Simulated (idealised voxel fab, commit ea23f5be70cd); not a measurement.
You're looking at the process module voxel air gaps.
Section cut is 200 nm wide and gridded with 5 nm square cells.
A cross-section in this document is a grid of square cells, and it is written down as bands, the top band listed before the ones below it; a band is made up of one or more rows of cells.
Within each band entry, the heights of the top and of the bottom of the band appear first, in that order and in nm; the materials of the band then follow from left to right, each with its corresponding width in nm. The designation "edge to edge" on a single material indicates that it fills the band from edge to edge; the designation "blank" indicates empty space.
Heads up on the height convention: 0 is the point under which the incoming wafer is all one material, and the lowest band has no bottom, it just keeps going down, like "0 down".
The two numbers in a width such as "30 to 40" mark its ends across the band: the first belongs to the top row of cells, the second to the bottom row, and from each row to the next the width moves by the same amount.
"nothing was modified" -> step changed no cross-section cell.
Voids not open to the top, 8 cells minimum: see "Encapsulated voids". Written width x height at distance; distance is from the left edge; nm.
What comes after the settings on a step's line is commentary from the simulator itself on that step.
For masked steps, "overlay nm" on the step line gives how far right of plan the mask actually lay; a minus sign means it lay to the left.

PLAN
1) RECEIVE, material Si
2) CONFORMAL_DEP, material SiO2, thk nm 15
3) CONFORMAL_DEP, material SiN, thk nm 5
4) DIRECTIONAL_DEP, material SiO2, thk nm 35
5) DIRECTIONAL_DEP, material aC, thk nm 15
6) PATTERN, tone open, mask id LINES, material resist, width nm 15, pitch nm 40, thk nm 35, overlay nm 0
7) DIRECTIONAL_ETCH, etch materials aC, depth nm 15
8) STRIP, etch materials resist
9) DIRECTIONAL_ETCH, etch materials SiO2, depth nm 35
10) STRIP, etch materials aC
11) CONFORMAL_DEP, material TiN, thk nm 5
12) FILL_DEP, material W, thk nm 5
13) CMP, height nm 55
14) EPI, material Ru, thk nm 10
15) SELECTIVE_ETCH, etch materials SiO2, depth nm 45
16) CONFORMAL_DEP, material SiCN, thk nm 5

AS-RECEIVED WAFER CROSS-SECTION (AFTER STEP 1)
> 0 down = Si edge to edge
> Encapsulated voids: none

THE CROSS-SECTION SHOWN CORRESPONDS TO THE WAFER AT THE CONCLUSION OF THE MODULE. THE INITIAL STRUCTURE AND THE PROCESS PLAN ARE THOSE PRESENTED ABOVE; HOWEVER, ONE MISTAKE OCCURRED IN EXECUTING THE PLAN
> 70 to 65 = SiCN edge to edge
> 65 to 55 = Ru edge to edge
> 55 to 25 = W 45  TiN 5  SiO2 15  TiN 5  W 15  TiN 5  SiO2 15  TiN 5  W 15  TiN 5  SiO2 15  TiN 5  W 50
> 25 to 20 = TiN 50  SiO2 15  TiN 25  SiO2 15  TiN 25  SiO2 15  TiN 55
> 20 to 15 = SiN edge to edge
> 15 to 0 = SiO2 edge to edge
> 0 down = Si edge to edge
> Encapsulated voids: none
What went wrong in running the wafer? step 6 was run on a setting that differed from the plan, and what really ran there is PATTERN, tone cover, mask id LINES, material resist, width nm 15, pitch nm 40, thk nm 35, overlay nm 0
